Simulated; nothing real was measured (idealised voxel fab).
process module | voxel capacitor over wiring
Pictured: cross-section cut, 235 nm wide, on a grid of 5 nm square cells.
How to read a cross-section here: the picture is a grid of square cells, written as bands going from the top down, and any band can span one or more rows of cells. Top height, bottom height, nm. Materials left to right, width each, nm. Single material + "everywhere" = fills band edge to edge. "air" = empty. For the purposes of this specification, 0 denotes the height below which the wafer in its as-received condition is composed wholly of one material, and the lowermost band, lacking a lower limit, extends downward without end, as expressed in "top 0, no bottom". So if you see something like "30..40" for the width, read it as the top row of the band sitting at the first number and the bottom row at the second, with every row in between moving by the same amount as the last. Where a step carries "nothing altered", the cross-section came out of it unchanged, cell for cell. Under "Trapped cavities" you'll find the enclosed gaps, the ones with no way out to the top, that are 8 cells or bigger; each reads width x height at distance, with distance counted from the left edge, everything in nm. The remark found on a step's line after its settings is issued by the simulator itself and pertains to that step. overlay nm: mask right of planned place by this much (step with mask). Neg. = left.

## Process steps - plan
1. RECEIVE,material Si
2. CONFORMAL_DEP,material SiO2,thk nm 10
3. CONFORMAL_DEP,material SiCN,thk nm 5
4. DIRECTIONAL_DEP,material lowk,thk nm 20
5. DIRECTIONAL_DEP,material aC,thk nm 15
6. PATTERN,tone open,mask id METAL_1,material resist,width nm 30,pitch nm 85,thk nm 30,overlay nm 0
7. DIRECTIONAL_ETCH,etch materials aC,depth nm 15
8. STRIP,etch materials resist
9. DIRECTIONAL_ETCH,etch materials lowk,depth nm 20
10. DIRECTIONAL_ETCH,etch materials SiCN,depth nm 5
11. STRIP,etch materials aC
12. CONFORMAL_DEP,material TiN,thk nm 5
13. FILL_DEP,material Ru,thk nm 10
14. CMP,height nm 35
15. CONFORMAL_DEP,material SiCN,thk nm 5
16. DIRECTIONAL_DEP,material lowk,thk nm 10
17. MASKED_ETCH,tone open,mask id PLUG_1,width nm 15,etch materials lowk,depth nm 10,overlay nm 0
18. MASKED_ETCH,tone open,mask id PLUG_1,width nm 15,etch materials SiCN,depth nm 5,overlay nm 0
19. EPI,material Ru,thk nm 10
20. EPI,material Ru,thk nm 5
21. DIRECTIONAL_DEP,material TiN,thk nm 10
22. DIRECTIONAL_DEP,material HfO2,thk nm 5
23. DIRECTIONAL_DEP,material TiN,thk nm 5
24. PATTERN,tone cover,mask id UPPER_PLATE,material resist,width nm 60,thk nm 15,overlay nm 0
25. DIRECTIONAL_ETCH,etch materials TiN,depth nm 5
26. DIRECTIONAL_ETCH,etch materials HfO2,depth nm 5
27. STRIP,etch materials resist
28. PATTERN,tone cover,mask id LOWER_PLATE,material resist,width nm 70,thk nm 20,overlay nm 0
29. DIRECTIONAL_ETCH,etch materials TiN,depth nm 10
30. STRIP,etch materials resist
31. FILL_DEP,material SiO2,thk nm 20
32. CMP,height nm 85
33. DIRECTIONAL_DEP,material aC,thk nm 10
34. PATTERN,tone open,mask id PLUG_2,material resist,width nm 15,thk nm 30,overlay nm 0
35. DIRECTIONAL_ETCH,etch materials aC,depth nm 10
36. STRIP,etch materials resist
37. DIRECTIONAL_ETCH,etch materials SiO2,depth nm 15
38. STRIP,etch materials aC
39. CONFORMAL_DEP,material TiN,thk nm 5
40. FILL_DEP,material Cu,thk nm 5
41. CMP,height nm 85
42. CONFORMAL_DEP,material SiN,thk nm 5

## As-received wafer cross-section (after step 1)
top 0, no bottom: Si everywhere
Trapped cavities: none

## First of two wafers at the end of the module, shown in cross-section; run carried out as planned
top 90, bottom 85: SiN everywhere
top 85, bottom 75: 85 nm SiO2, 5 nm TiN, 5 nm Cu, 5 nm TiN, 135 nm SiO2
top 75, bottom 65: 85..75 nm SiO2, 15..60 nm TiN, 135..100 nm SiO2
top 65, bottom 60: 75 nm SiO2, 60 nm HfO2, 100 nm SiO2
top 60, bottom 50: 70 nm SiO2, 70 nm TiN, 95 nm SiO2
top 50, bottom 40: 75 nm lowk, 15 nm Ru, 145 nm lowk
top 40, bottom 35: 75 nm SiCN, 15 nm Ru, 145 nm SiCN
top 35, bottom 15: 60 nm lowk, 5 nm TiN, 20 nm Ru, 5 nm TiN, 55 nm lowk, 5 nm TiN, 20 nm Ru, 5 nm TiN, 60 nm lowk
top 15, bottom 10: 60 nm SiCN, 30 nm TiN, 55 nm SiCN, 30 nm TiN, 60 nm SiCN
top 10, bottom 0: SiO2 everywhere
top 0, no bottom: Si everywhere
Trapped cavities: none

## The second wafer, shown in cross-section after the module: started the same way as the first and given the same plan, yet one mistake crept into how it was run
top 90, bottom 85: SiN everywhere
top 85, bottom 75: 85 nm SiO2, 5 nm TiN, 5 nm Cu, 5 nm TiN, 135 nm SiO2
top 75, bottom 70: 85 nm SiO2, 15 nm TiN, 135 nm SiO2
top 70, bottom 65: SiO2 everywhere
top 65, bottom 60: 75 nm SiO2, 60 nm TiN, 100 nm SiO2
top 60, bottom 55: 75 nm SiO2, 60 nm HfO2, 100 nm SiO2
top 55, bottom 45: 70 nm SiO2, 70 nm TiN, 95 nm SiO2
top 45, bottom 35: 75 nm lowk, 15 nm Ru, 145 nm lowk
top 35, bottom 30: 75 nm SiCN, 15 nm Ru, 145 nm SiCN
top 30, bottom 15: 60 nm lowk, 5 nm TiN, 20 nm Ru, 5 nm TiN, 55 nm lowk, 5 nm TiN, 20 nm Ru, 5 nm TiN, 60 nm lowk
top 15, bottom 10: 60 nm SiCN, 30 nm TiN, 55 nm SiCN, 30 nm TiN, 60 nm SiCN
top 10, bottom 0: SiO2 everywhere
top 0, no bottom: Si everywhere
Trapped cavities: none
So what did we get wrong on this run? step 14, actual vs plan mismatch, actual run CMP,height nm 30
Per the end-of-run cell counts, the second wafer holds more or fewer of some materials than the first: Ru: 8 fewer, SiO2: 47 more, TiN: 4 fewer, lowk: 35 fewer
